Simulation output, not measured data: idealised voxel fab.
process module | voxel self aligned contacts
In the cross-section labelled cut, the width is 265 nm and each square cell is 5 nm.
Bands, listed from the top down, are how a cross-section gets written in this document; the cross-section itself is a grid of square cells, and a band is one or more rows of them. Per band: top height and bottom height in nm, followed by the left-to-right materials and their widths in nm; "edge to edge" marks a single material spanning edge to edge, "air" marks empty space. It should be noted that heights are counted from 0, beneath which the wafer as supplied is of one material throughout, and that the lowest band possesses no lower boundary but continues downward, as written in "z 0 and below". The two numbers in a width such as "30..40" mark its ends across the band: the first belongs to the top row of cells, the second to the bottom row, and from each row to the next the width moves by the same amount. Take "remained the same" at face value: in the step it is given for, the cross-section changed in none of its cells. You'll see "Non-vented voids" listing empty spaces that have no way open to the top, as long as they're 8 cells or more; the notation is width x height at distance, where the distance is from the left edge, and all of it is in nm. Formally, on a step line, whatever follows the settings is a remark that the simulator itself makes on the step. Among the settings permitted on a step's line is "overlay nm"; applied to a step with a mask, it specifies the extent to which the mask lay to the right of its planned position, whereas a negative figure signifies a position to the left.

Listed below are the process steps as planned:
1: RECEIVE with material Si
2: CONFORMAL_DEP with material SiO2, thk nm 5
3: DIRECTIONAL_DEP with material polySi, thk nm 20
4: DIRECTIONAL_DEP with material SiN, thk nm 15
5: PATTERN with tone cover, mask id GATE, material resist, width nm 35, pitch nm 70, thk nm 15, overlay nm 0
6: DIRECTIONAL_ETCH with etch materials SiN, depth nm 15
7: DIRECTIONAL_ETCH with etch materials polySi, depth nm 20
8: STRIP with etch materials resist
9: CONFORMAL_DEP with material SiN, thk nm 5
10: DIRECTIONAL_ETCH with etch materials SiN, depth nm 5
11: FILL_DEP with material SiO2, thk nm 10
12: CMP with height nm 45
13: PATTERN with tone open, mask id CONTACT, material resist, width nm 55, thk nm 20, overlay nm 0
14: DIRECTIONAL_ETCH with etch materials SiO2, depth nm 45
15: STRIP with etch materials resist
16: CONFORMAL_DEP with material TiN, thk nm 5
17: FILL_DEP with material W, thk nm 5
18: CMP with height nm 45
19: CONFORMAL_DEP with material SiCN, thk nm 5

Cross-section of the incoming wafer, state after step 1:
    z 0 and below = Si edge to edge
    Non-vented voids: none

Same starting wafer, same plan as above, one mistake in the execution; this is the cross-section at the end of the module:
    z 50 to 45 = SiCN edge to edge
    z 45 to 30 = SiO2 75 nm  SiN 5 nm  polySi 35 nm  SiN 5 nm  TiN 5 nm  W 15 nm  TiN 5 nm  SiN 5 nm  polySi 35 nm  SiN 5 nm  SiO2 75 nm
    z 30 to 25 = SiO2 75 nm  SiN 5 nm  polySi 35 nm  SiN 5 nm  TiN 25 nm  SiN 5 nm  polySi 35 nm  SiN 5 nm  SiO2 75 nm
    z 25 to 5 = polySi edge to edge
    z 5 to 0 = SiO2 edge to edge
    z 0 and below = Si edge to edge
    Non-vented voids: none
The plan and the run diverged here: in the plan, step 3 was performed twice
